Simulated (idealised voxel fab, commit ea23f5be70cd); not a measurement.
The following process module bears the name voxel lift off.
The cross-section shown here is cut; it is 155 nm wide and divided into square cells measuring 5 nm on a side.
Notation: cross-section as square-cell grid; stated in bands, top first, going down; one or more cell rows per band. What a band's entry tells you: where the top is and where the bottom is, as heights in nm, and after that what lies inside, material by material from left to right, each with its width in nm. Empty space is written as the word "blank", and a single material marked with the word "throughout" occupies the band from edge to edge. Note: height 0 marks the level under which the wafer is uniformly one material as received. Lowest band unbounded below, written "0 nm and below". Read "30..40" as a graded width: first number on top, second number at the bottom, same change between each pair of neighbouring rows. Step note "left unchanged" = no cross-section cell changed. "Catalogued sealed voids" lists enclosed empty spaces (at least 8 cells, no open path upward to the top), each as width x height at distance from the left edge, in nm. It should be noted that, on the line of a given step, the content following the step's settings is a remark produced by the simulator itself with respect to that step. overlay nm: where the mask lay relative to plan, measured to the right, on steps with a mask; negatives go left.

Listed below are the process steps as planned
1 RECEIVE: material Si
2 CONFORMAL_DEP: material SiN, thk nm 10
3 PATTERN: tone open, mask id LINES, material resist, width nm 15, pitch nm 35, thk nm 25, overlay nm 0
4 DIRECTIONAL_DEP: material Ru, thk nm 15
5 STRIP: etch materials resist
6 CONFORMAL_DEP: material SiCN, thk nm 10

Account of the first of two wafers, which was processed as intended

Cross-section of the wafer upon arrival, representing the state reached after step 1
0 nm and below  Si throughout
Catalogued sealed voids: none

Wafer xsec, post step 2
10 nm to 0 nm  SiN throughout
below 0: unchanged

Wafer xsec, post step 3
35 nm to 10 nm  15 resist, 15 blank, 20 resist, 15 blank, 20 resist, 15 blank, 20 resist, 15 blank, 20 resist
below 10: unchanged

Wafer xsec, post step 4
50 nm to 35 nm  15 Ru, 15 blank, 20 Ru, 15 blank, 20 Ru, 15 blank, 20 Ru, 15 blank, 20 Ru
35 nm to 25 nm  15 resist, 15 blank, 20 resist, 15 blank, 20 resist, 15 blank, 20 resist, 15 blank, 20 resist
25 nm to 10 nm  15 resist, 15 Ru, 20 resist, 15 Ru, 20 resist, 15 Ru, 20 resist, 15 Ru, 20 resist
below 10: unchanged

Wafer xsec, post step 5
25 nm to 10 nm  15 blank, 15 Ru, 20 blank, 15 Ru, 20 blank, 15 Ru, 20 blank, 15 Ru, 20 blank
below 10: unchanged

Wafer xsec, post step 6
35 nm to 25 nm  5 blank, 140 SiCN, 10 blank
25 nm to 20 nm  5 blank, 10 SiCN, 15 Ru, 20 SiCN, 15 Ru, 20 SiCN, 15 Ru, 20 SiCN, 15 Ru, 10 SiCN, 10 blank
20 nm to 10 nm  15 SiCN, 15 Ru, 20 SiCN, 15 Ru, 20 SiCN, 15 Ru, 20 SiCN, 15 Ru, 20 SiCN
below 10: unchanged

The second wafer: identical to the first at the outset and in its planned sequence, differing only in that one mistake was made during processing; up to and including step 2, its path is the first wafer's path

Second wafer, sectioned view, at step 3's planned end time
35 nm to 10 nm  15 resist, 20 blank, 15 resist, 20 blank, 15 resist, 20 blank, 15 resist, 20 blank, 15 resist
below 10: unchanged

Second wafer, sectioned view, at step 4's planned end time
50 nm to 35 nm  15 Ru, 20 blank, 15 Ru, 20 blank, 15 Ru, 20 blank, 15 Ru, 20 blank, 15 Ru
35 nm to 25 nm  15 resist, 20 blank, 15 resist, 20 blank, 15 resist, 20 blank, 15 resist, 20 blank, 15 resist
25 nm to 10 nm  15 resist, 20 Ru, 15 resist, 20 Ru, 15 resist, 20 Ru, 15 resist, 20 Ru, 15 resist
below 10: unchanged

Second wafer, sectioned view, at step 5's planned end time
25 nm to 10 nm  15 blank, 20 Ru, 15 blank, 20 Ru, 15 blank, 20 Ru, 15 blank, 20 Ru, 15 blank
below 10: unchanged

Second wafer, sectioned view, at step 6's planned end time
35 nm to 25 nm  5 blank, 145 SiCN, 5 blank
25 nm to 20 nm  5 blank, 10 SiCN, 20 Ru, 15 SiCN, 20 Ru, 15 SiCN, 20 Ru, 15 SiCN, 20 Ru, 10 SiCN, 5 blank
20 nm to 10 nm  15 SiCN, 20 Ru, 15 SiCN, 20 Ru, 15 SiCN, 20 Ru, 15 SiCN, 20 Ru, 15 SiCN
below 10: unchanged
The plan and the run diverged here: so step 3 ended up running with a different setting than we planned, it ran as PATTERN: tone open, mask id LINES, material resist, width nm 20, pitch nm 35, thk nm 25, overlay nm 0
Wrapping up, a cell-based count of both wafers puts the second over or under the first for these materials: 12 more of Ru | 9 fewer of SiCN
